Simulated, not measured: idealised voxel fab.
The name of this process module is voxel released beams.
We display cut, a cross-section 140 nm in width whose square cells are each 5 nm.
Reading order for cross-sections: top band down to bottom band. Underlying form: a grid of square cells. Band size: one or more rows of cells.
Band: top and bottom heights (nm) first, top before bottom; then materials from left to right, widths in nm. "full width" marks a sole material filling the band edge to edge. "blank" denotes empty space.
Ref level 0: as-received wafer is one material below here. Bottom band extends down with no lower bound ("0 nm and below").
When a width is written as two numbers, as in "30..40", the first number is the width in the top row of cells of the band and the second is the width in its bottom row, and the width changes by the same amount from each row to the next.
What does "no modifications" mean for a step? It means no cell of the cross-section changed in that step.
The label "Fully sealed voids" introduces a list of the empty spaces, 8 cells or larger, that have no open way up to the top; each entry in it reads width x height at distance, where the distance is taken from the left edge and all three are stated in nm.
If you see something after the settings on a step's line, that's the simulator's own remark about that step.
The line of a step may include "overlay nm". On a step with a mask, this value is how far to the right of its planned place the mask lay. A negative value means the mask lay to the left.

plan:
1. RECEIVE,material Si
2. CONFORMAL_DEP,material SiN,thk nm 10
3. DIRECTIONAL_DEP,material SiO2,thk nm 10
4. MASKED_ETCH,tone open,mask id ANCHOR,width nm 35,etch materials SiO2,depth nm 10,overlay nm 0
5. CONFORMAL_DEP,material polySi,thk nm 15
6. DIRECTIONAL_DEP,material aC,thk nm 15
7. PATTERN,tone cover,mask id BEAM,material resist,width nm 80,thk nm 35,overlay nm 0
8. DIRECTIONAL_ETCH,etch materials aC,depth nm 15
9. STRIP,etch materials resist
10. DIRECTIONAL_ETCH,etch materials polySi,depth nm 15
11. STRIP,etch materials aC
12. STRIP,etch materials SiO2

The first of two wafers, run as planned:

Incoming wafer in cross-section (state: after step 1):
	0 nm and below | Si full width
	Fully sealed voids: none

The wafer in cross-section once step 2 is complete:
	10 nm to 0 nm | SiN full width
	Beneath the level 0, the cross-section is identical to its previous state.

The wafer in cross-section once step 3 is complete:
	20 nm to 10 nm | SiO2 full width
	Beneath the level 10, the cross-section is identical to its previous state.

The wafer in cross-section once step 4 is complete:
	20 nm to 10 nm | SiO2 (30) / blank (35) / SiO2 (75)
	Beneath the level 10, the cross-section is identical to its previous state.

The wafer in cross-section once step 5 is complete:
	35 nm to 25 nm | polySi (45) / blank (5) / polySi (90)
	25 nm to 20 nm | polySi full width
	20 nm to 10 nm | SiO2 (30) / polySi (35) / SiO2 (75)
	Beneath the level 10, the cross-section is identical to its previous state.

The wafer in cross-section once step 6 is complete:
	50 nm to 40 nm | aC (45) / blank (5) / aC (90)
	40 nm to 35 nm | aC full width
	35 nm to 25 nm | polySi (45) / aC (5) / polySi (90)
	Beneath the level 25, the cross-section is identical to its previous state.

The wafer in cross-section once step 7 is complete:
	85 nm to 50 nm | blank (25) / resist (80) / blank (35)
	50 nm to 40 nm | aC (45) / resist (5) / aC (90)
	Beneath the level 40, the cross-section is identical to its previous state.

The wafer in cross-section once step 8 is complete:
	70 nm to 50 nm | blank (25) / resist (80) / blank (35)
	50 nm to 40 nm | blank (25) / aC (20) / resist (5) / aC (55) / blank (35)
	40 nm to 35 nm | blank (25) / aC (80) / blank (35)
	Beneath the level 35, the cross-section is identical to its previous state.

The wafer in cross-section once step 9 is complete:
	50 nm to 40 nm | blank (25) / aC (20) / blank (5) / aC (55) / blank (35)
	Beneath the level 40, the cross-section is identical to its previous state.

The wafer in cross-section once step 10 is complete:
	50 nm to 40 nm | blank (25) / aC (20) / blank (5) / aC (55) / blank (35)
	40 nm to 35 nm | blank (25) / aC (80) / blank (35)
	35 nm to 25 nm | blank (25) / polySi (20) / aC (5) / polySi (55) / blank (35)
	25 nm to 20 nm | blank (25) / polySi (80) / blank (35)
	Beneath the level 20, the cross-section is identical to its previous state.

The wafer in cross-section once step 11 is complete:
	35 nm to 25 nm | blank (25) / polySi (20) / blank (5) / polySi (55) / blank (35)
	Beneath the level 25, the cross-section is identical to its previous state.

The wafer in cross-section once step 12 is complete:
	35 nm to 25 nm | blank (25) / polySi (20) / blank (5) / polySi (55) / blank (35)
	25 nm to 20 nm | blank (25) / polySi (80) / blank (35)
	20 nm to 10 nm | blank (30) / polySi (35) / blank (75)
	Beneath the level 10, the cross-section is identical to its previous state.

Okay, second wafer. Nothing different at the start, nothing different in the plan, just one mistake somewhere in the running. As far as step 3, counting that step, it's the first wafer all over again:

Second wafer, sectioned view, at step 4's planned end time:
	20 nm to 10 nm | SiO2 (40) / blank (35) / SiO2 (65)
	Beneath the level 10, the cross-section is identical to its previous state.

Second wafer, sectioned view, at step 5's planned end time:
	35 nm to 25 nm | polySi (55) / blank (5) / polySi (80)
	25 nm to 20 nm | polySi full width
	20 nm to 10 nm | SiO2 (40) / polySi (35) / SiO2 (65)
	Beneath the level 10, the cross-section is identical to its previous state.

Second wafer, sectioned view, at step 6's planned end time:
	50 nm to 40 nm | aC (55) / blank (5) / aC (80)
	40 nm to 35 nm | aC full width
	35 nm to 25 nm | polySi (55) / aC (5) / polySi (80)
	Beneath the level 25, the cross-section is identical to its previous state.

Second wafer, sectioned view, at step 7's planned end time:
	85 nm to 50 nm | blank (25) / resist (80) / blank (35)
	50 nm to 40 nm | aC (55) / resist (5) / aC (80)
	Beneath the level 40, the cross-section is identical to its previous state.

Second wafer, sectioned view, at step 8's planned end time:
	70 nm to 50 nm | blank (25) / resist (80) / blank (35)
	50 nm to 40 nm | blank (25) / aC (30) / resist (5) / aC (45) / blank (35)
	40 nm to 35 nm | blank (25) / aC (80) / blank (35)
	Beneath the level 35, the cross-section is identical to its previous state.

Second wafer, sectioned view, at step 9's planned end time:
	50 nm to 40 nm | blank (25) / aC (30) / blank (5) / aC (45) / blank (35)
	Beneath the level 40, the cross-section is identical to its previous state.

Second wafer, sectioned view, at step 10's planned end time:
	50 nm to 40 nm | blank (25) / aC (30) / blank (5) / aC (45) / blank (35)
	40 nm to 35 nm | blank (25) / aC (80) / blank (35)
	35 nm to 25 nm | blank (25) / polySi (30) / aC (5) / polySi (45) / blank (35)
	25 nm to 20 nm | blank (25) / polySi (80) / blank (35)
	Beneath the level 20, the cross-section is identical to its previous state.

Second wafer, sectioned view, at step 11's planned end time:
	35 nm to 25 nm | blank (25) / polySi (30) / blank (5) / polySi (45) / blank (35)
	Beneath the level 25, the cross-section is identical to its previous state.

Second wafer, sectioned view, at step 12's planned end time:
	35 nm to 25 nm | blank (25) / polySi (30) / blank (5) / polySi (45) / blank (35)
	25 nm to 20 nm | blank (25) / polySi (80) / blank (35)
	20 nm to 10 nm | blank (40) / polySi (35) / blank (65)
	Beneath the level 10, the cross-section is identical to its previous state.
In executing the process, a mistake was made relative to the plan: note that step 4 departed from the planned setting and was carried out as MASKED_ETCH,tone open,mask id ANCHOR,width nm 35,etch materials SiO2,depth nm 10,overlay nm 10
In the final comparison it is observed that the number of cells assigned to each material is identical for the two wafers, whereas their placement is not.
